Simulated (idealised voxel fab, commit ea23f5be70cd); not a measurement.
The document below concerns the process module designated voxel tone inversion.
Displayed cross-section: cut, width of 165 nm, square cells sized 5 nm.
How to read a cross-section here: the picture is a grid of square cells, written as bands going from the top down, and any band can span one or more rows of cells. The band entry comprises the height of the band's top followed by the height of its bottom, expressed in nm, and subsequently the band's materials from left to right, each stated together with its width in nm. Where a single material is marked with the word "throughout", that material fills the band from edge to edge. The word "empty" represents empty space. Heights are expressed relative to 0, this being the level below which the as-received wafer comprises one material exclusively. The lowest band is unbounded in the downward direction and is denoted as in "from 0 down". Graded width ("30->40"): value in top row of band = first number; value in bottom row = second number; row-to-row change constant. It should be understood that the words "nothing changed", when stated for a given step, signify that the cross-section underwent no change in any of its cells during that step. Closed-off voids: empty space of 8 cells or more with no open way to the top, each as width x height at its distance from the left edge, in nm. Post-settings text on a step line: simulator's own remark regarding the step. overlay nm: mask right of planned place by this much (step with mask). Neg. = left.
Steps in the process plan
1. RECEIVE with material Si
2. CONFORMAL_DEP with material SiCN, thk nm 10
3. DIRECTIONAL_DEP with material polySi, thk nm 15
4. PATTERN with tone cover, mask id POSTS, material resist, width nm 15, pitch nm 30, thk nm 20, overlay nm 0
5. DIRECTIONAL_ETCH with etch materials polySi, depth nm 15
6. STRIP with etch materials resist
7. FILL_DEP with material SiO2, thk nm 5
8. CMP with height nm 25
9. STRIP with etch materials polySi
First wafer, two in total, run as planned
Cross-section of the wafer upon arrival, representing the state reached after step 1
* from 0 down: Si throughout
* Closed-off voids: none
State of the wafer after step 2, shown in cross-section
* from 10 to 0: SiCN throughout
* No changes below 0.
State of the wafer after step 3, shown in cross-section
* from 25 to 10: polySi throughout
* No changes below 10.
State of the wafer after step 4, shown in cross-section
* from 45 to 25: empty 30; resist 15; empty 15; resist 15; empty 15; resist 15; empty 15; resist 15; empty 30
* No changes below 25.
State of the wafer after step 5, shown in cross-section
* from 45 to 25: empty 30; resist 15; empty 15; resist 15; empty 15; resist 15; empty 15; resist 15; empty 30
* from 25 to 10: empty 30; polySi 15; empty 15; polySi 15; empty 15; polySi 15; empty 15; polySi 15; empty 30
* No changes below 10.
State of the wafer after step 6, shown in cross-section
* from 25 to 10: empty 30; polySi 15; empty 15; polySi 15; empty 15; polySi 15; empty 15; polySi 15; empty 30
* No changes below 10.
State of the wafer after step 7, shown in cross-section
* from 30 to 25: SiO2 throughout
* from 25 to 10: SiO2 30; polySi 15; SiO2 15; polySi 15; SiO2 15; polySi 15; SiO2 15; polySi 15; SiO2 30
* No changes below 10.
State of the wafer after step 8, shown in cross-section
* from 25 to 10: SiO2 30; polySi 15; SiO2 15; polySi 15; SiO2 15; polySi 15; SiO2 15; polySi 15; SiO2 30
* No changes below 10.
State of the wafer after step 9, shown in cross-section
* from 25 to 10: SiO2 30; empty 15; SiO2 15; empty 15; SiO2 15; empty 15; SiO2 15; empty 15; SiO2 30
* No changes below 10.
The second wafer: identical to the first at the outset and in its planned sequence, differing only in that one mistake was made during processing; up to and including step 2, its path is the first wafer's path
Second wafer cross-section, taken as of the time the plan sets for step 3 to be done
* from 20 to 10: polySi throughout
* No changes below 10.
Second wafer cross-section, taken as of the time the plan sets for step 4 to be done
* from 40 to 20: empty 30; resist 15; empty 15; resist 15; empty 15; resist 15; empty 15; resist 15; empty 30
* No changes below 20.
Second wafer cross-section, taken as of the time the plan sets for step 5 to be done
* from 40 to 20: empty 30; resist 15; empty 15; resist 15; empty 15; resist 15; empty 15; resist 15; empty 30
* from 20 to 10: empty 30; polySi 15; empty 15; polySi 15; empty 15; polySi 15; empty 15; polySi 15; empty 30
* No changes below 10.
Second wafer cross-section, taken as of the time the plan sets for step 6 to be done
* from 20 to 10: empty 30; polySi 15; empty 15; polySi 15; empty 15; polySi 15; empty 15; polySi 15; empty 30
* No changes below 10.
Second wafer cross-section, taken as of the time the plan sets for step 7 to be done
* from 25 to 20: SiO2 throughout
* from 20 to 10: SiO2 30; polySi 15; SiO2 15; polySi 15; SiO2 15; polySi 15; SiO2 15; polySi 15; SiO2 30
* No changes below 10.
Second wafer cross-section, taken as of the time the plan sets for step 8 to be done: nothing changed
Second wafer cross-section, taken as of the time the plan sets for step 9 to be done: nothing changed
It is concluded that the wafer was processed incorrectly with respect to the plan, in that it should be noted that step 3 was executed with settings other than those planned, the operation and settings actually applied being DIRECTIONAL_DEP with material polySi, thk nm 10
Materials where the second wafer ends with more or fewer cells than the first: SiO2 +12; polySi +24
